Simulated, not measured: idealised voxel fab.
This is a process module. Its name is voxel self aligned vias.
The cross-section shown here is cut; it is 270 nm wide and divided into square cells measuring 5 nm on a side.
A cross-section is written here as square cells arranged in a grid, and it is given in bands from the top down, each band taking up one or more rows of cells. Within each band entry, the heights of the top and of the bottom of the band appear first, in that order and in nm; the materials of the band then follow from left to right, each with its corresponding width in nm. The designation "full width" on a single material indicates that it fills the band from edge to edge; the designation "blank" indicates empty space. Heads up on the height convention: 0 is the point under which the incoming wafer is all one material, and the lowest band has no bottom, it just keeps going down, like "top 0, no bottom". So if you see something like "30->40" for the width, read it as the top row of the band sitting at the first number and the bottom row at the second, with every row in between moving by the same amount as the last. "remained the same" -> step changed no cross-section cell. Any empty space of 8 cells or more lacking an open way to the top shows up in "Closed cavity list" as width x height at distance, distance from the left edge, in nm. On a step's line, text after the settings is the simulator commenting on that step. If you see "overlay nm" on a step's line and that step has a mask, it's telling you how far right of where it was planned the mask ended up; a negative number means it went left instead.

## Process steps foreseen in the plan
1) RECEIVE with material Si
2) CONFORMAL_DEP with material SiO2, thk nm 15
3) CONFORMAL_DEP with material SiCN, thk nm 5
4) DIRECTIONAL_DEP with material SiO2, thk nm 30
5) PATTERN with tone open, mask id LINES, material resist, width nm 25, pitch nm 50, thk nm 15, overlay nm 0
6) DIRECTIONAL_ETCH with etch materials SiO2, depth nm 30
7) STRIP with etch materials resist
8) CONFORMAL_DEP with material TiN, thk nm 5
9) FILL_DEP with material Ru, thk nm 10
10) CMP with height nm 50
11) SELECTIVE_ETCH with etch materials W Ru TiN, depth nm 5
12) FILL_DEP with material SiN, thk nm 5
13) CMP with height nm 50
14) DIRECTIONAL_DEP with material SiO2, thk nm 20
15) MASKED_ETCH with tone open, mask id VIAS, width nm 35, pitch nm 100, etch materials SiO2, depth nm 20, overlay nm 0
16) MASKED_ETCH with tone open, mask id VIAS, width nm 35, pitch nm 100, etch materials SiN, depth nm 5, overlay nm 0
17) CONFORMAL_DEP with material TiN, thk nm 5
18) FILL_DEP with material Cu, thk nm 5
19) CMP with height nm 70
20) CONFORMAL_DEP with material SiN, thk nm 5

## On the first of the two wafers: run conducted according to plan

## As-received wafer cross-section (after step 1)
> top 0, no bottom: Si full width
> Closed cavity list: none

## Step 2 complete: cross-section through the wafer
> top 15, bottom 0: SiO2 full width
> All layers under 0 are left as they were.

## Step 3 complete: cross-section through the wafer
> top 20, bottom 15: SiCN full width
> All layers under 15 are left as they were.

## Step 4 complete: cross-section through the wafer
> top 50, bottom 20: SiO2 full width
> All layers under 20 are left as they were.

## Step 5 complete: cross-section through the wafer
> top 65, bottom 50: 70 of resist | 25 of blank | 25 of resist | 25 of blank | 25 of resist | 25 of blank | 75 of resist
> All layers under 50 are left as they were.

## Step 6 complete: cross-section through the wafer
> top 65, bottom 50: 70 of resist | 25 of blank | 25 of resist | 25 of blank | 25 of resist | 25 of blank | 75 of resist
> top 50, bottom 20: 70 of SiO2 | 25 of blank | 25 of SiO2 | 25 of blank | 25 of SiO2 | 25 of blank | 75 of SiO2
> All layers under 20 are left as they were.

## Step 7 complete: cross-section through the wafer
> top 50, bottom 20: 70 of SiO2 | 25 of blank | 25 of SiO2 | 25 of blank | 25 of SiO2 | 25 of blank | 75 of SiO2
> All layers under 20 are left as they were.

## Step 8 complete: cross-section through the wafer
> top 55, bottom 50: 75 of TiN | 15 of blank | 35 of TiN | 15 of blank | 35 of TiN | 15 of blank | 80 of TiN
> top 50, bottom 25: 70 of SiO2 | 5 of TiN | 15 of blank | 5 of TiN | 25 of SiO2 | 5 of TiN | 15 of blank | 5 of TiN | 25 of SiO2 | 5 of TiN | 15 of blank | 5 of TiN | 75 of SiO2
> top 25, bottom 20: 70 of SiO2 | 25 of TiN | 25 of SiO2 | 25 of TiN | 25 of SiO2 | 25 of TiN | 75 of SiO2
> All layers under 20 are left as they were.

## Step 9 complete: cross-section through the wafer
> top 65, bottom 55: Ru full width
> top 55, bottom 50: 75 of TiN | 15 of Ru | 35 of TiN | 15 of Ru | 35 of TiN | 15 of Ru | 80 of TiN
> top 50, bottom 25: 70 of SiO2 | 5 of TiN | 15 of Ru | 5 of TiN | 25 of SiO2 | 5 of TiN | 15 of Ru | 5 of TiN | 25 of SiO2 | 5 of TiN | 15 of Ru | 5 of TiN | 75 of SiO2
> All layers under 25 are left as they were.

## Step 10 complete: cross-section through the wafer
> top 50, bottom 25: 70 of SiO2 | 5 of TiN | 15 of Ru | 5 of TiN | 25 of SiO2 | 5 of TiN | 15 of Ru | 5 of TiN | 25 of SiO2 | 5 of TiN | 15 of Ru | 5 of TiN | 75 of SiO2
> All layers under 25 are left as they were.

## Step 11 complete: cross-section through the wafer
> top 50, bottom 45: 70 of SiO2 | 25 of blank | 25 of SiO2 | 25 of blank | 25 of SiO2 | 25 of blank | 75 of SiO2
> All layers under 45 are left as they were.

## Step 12 complete: cross-section through the wafer
> top 55, bottom 50: SiN full width
> top 50, bottom 45: 70 of SiO2 | 25 of SiN | 25 of SiO2 | 25 of SiN | 25 of SiO2 | 25 of SiN | 75 of SiO2
> All layers under 45 are left as they were.

## Step 13 complete: cross-section through the wafer
> top 50, bottom 45: 70 of SiO2 | 25 of SiN | 25 of SiO2 | 25 of SiN | 25 of SiO2 | 25 of SiN | 75 of SiO2
> All layers under 45 are left as they were.

## Step 14 complete: cross-section through the wafer
> top 70, bottom 50: SiO2 full width
> All layers under 50 are left as they were.

## Step 15 complete: cross-section through the wafer
> top 70, bottom 50: 65 of SiO2 | 35 of blank | 65 of SiO2 | 35 of blank | 70 of SiO2
> All layers under 50 are left as they were.

## Step 16 complete: cross-section through the wafer
> top 70, bottom 50: 65 of SiO2 | 35 of blank | 65 of SiO2 | 35 of blank | 70 of SiO2
> top 50, bottom 45: 70 of SiO2 | 25 of blank | 25 of SiO2 | 25 of SiN | 25 of SiO2 | 25 of blank | 75 of SiO2
> All layers under 45 are left as they were.

## Step 17 complete: cross-section through the wafer
> top 75, bottom 70: 70 of TiN | 25 of blank | 75 of TiN | 25 of blank | 75 of TiN
> top 70, bottom 55: 65 of SiO2 | 5 of TiN | 25 of blank | 5 of TiN | 65 of SiO2 | 5 of TiN | 25 of blank | 5 of TiN | 70 of SiO2
> top 55, bottom 50: 65 of SiO2 | 10 of TiN | 15 of blank | 10 of TiN | 65 of SiO2 | 10 of TiN | 15 of blank | 10 of TiN | 70 of SiO2
> top 50, bottom 45: 70 of SiO2 | 25 of TiN | 25 of SiO2 | 25 of SiN | 25 of SiO2 | 25 of TiN | 75 of SiO2
> All layers under 45 are left as they were.

## Step 18 complete: cross-section through the wafer
> top 80, bottom 75: Cu full width
> top 75, bottom 70: 70 of TiN | 25 of Cu | 75 of TiN | 25 of Cu | 75 of TiN
> top 70, bottom 55: 65 of SiO2 | 5 of TiN | 25 of Cu | 5 of TiN | 65 of SiO2 | 5 of TiN | 25 of Cu | 5 of TiN | 70 of SiO2
> top 55, bottom 50: 65 of SiO2 | 10 of TiN | 15 of Cu | 10 of TiN | 65 of SiO2 | 10 of TiN | 15 of Cu | 10 of TiN | 70 of SiO2
> All layers under 50 are left as they were.

## Step 19 complete: cross-section through the wafer
> top 70, bottom 55: 65 of SiO2 | 5 of TiN | 25 of Cu | 5 of TiN | 65 of SiO2 | 5 of TiN | 25 of Cu | 5 of TiN | 70 of SiO2
> All layers under 55 are left as they were.

## Step 20 complete: cross-section through the wafer
> top 75, bottom 70: SiN full width
> All layers under 70 are left as they were.

## Second wafer - shared start and plan with the first - one error in running - same as the first up to step 14 inclusive

## Here is the second wafer in cross-section at the point where step 15 of the plan should have been done
> top 70, bottom 50: 70 of SiO2 | 30 of blank | 70 of SiO2 | 30 of blank | 70 of SiO2
> All layers under 50 are left as they were.

## Here is the second wafer in cross-section at the point where step 16 of the plan should have been done
> top 70, bottom 50: 70 of SiO2 | 30 of blank | 70 of SiO2 | 30 of blank | 70 of SiO2
> top 50, bottom 45: 70 of SiO2 | 25 of blank | 25 of SiO2 | 25 of SiN | 25 of SiO2 | 25 of blank | 75 of SiO2
> All layers under 45 are left as they were.

## Here is the second wafer in cross-section at the point where step 17 of the plan should have been done
> top 75, bottom 70: 75 of TiN | 20 of blank | 80 of TiN | 20 of blank | 75 of TiN
> top 70, bottom 55: 70 of SiO2 | 5 of TiN | 20 of blank | 5 of TiN | 70 of SiO2 | 5 of TiN | 20 of blank | 5 of TiN | 70 of SiO2
> top 55, bottom 50: 70 of SiO2 | 5 of TiN | 15 of blank | 10 of TiN | 70 of SiO2 | 5 of TiN | 15 of blank | 10 of TiN | 70 of SiO2
> top 50, bottom 45: 70 of SiO2 | 25 of TiN | 25 of SiO2 | 25 of SiN | 25 of SiO2 | 25 of TiN | 75 of SiO2
> All layers under 45 are left as they were.

## Here is the second wafer in cross-section at the point where step 18 of the plan should have been done
> top 80, bottom 75: Cu full width
> top 75, bottom 70: 75 of TiN | 20 of Cu | 80 of TiN | 20 of Cu | 75 of TiN
> top 70, bottom 55: 70 of SiO2 | 5 of TiN | 20 of Cu | 5 of TiN | 70 of SiO2 | 5 of TiN | 20 of Cu | 5 of TiN | 70 of SiO2
> top 55, bottom 50: 70 of SiO2 | 5 of TiN | 15 of Cu | 10 of TiN | 70 of SiO2 | 5 of TiN | 15 of Cu | 10 of TiN | 70 of SiO2
> All layers under 50 are left as they were.

## Here is the second wafer in cross-section at the point where step 19 of the plan should have been done
> top 70, bottom 55: 70 of SiO2 | 5 of TiN | 20 of Cu | 5 of TiN | 70 of SiO2 | 5 of TiN | 20 of Cu | 5 of TiN | 70 of SiO2
> All layers under 55 are left as they were.

## Here is the second wafer in cross-section at the point where step 20 of the plan should have been done
> top 75, bottom 70: SiN full width
> All layers under 70 are left as they were.
So what did we get wrong on this run? in deviation from the planned setting, step 15 was conducted as MASKED_ETCH with tone open, mask id VIAS, width nm 30, pitch nm 100, etch materials SiO2, depth nm 20, overlay nm 0
At the finish, the second wafer shows more or fewer cells for some materials than the first does: -6 Cu; +8 SiO2; -2 TiN
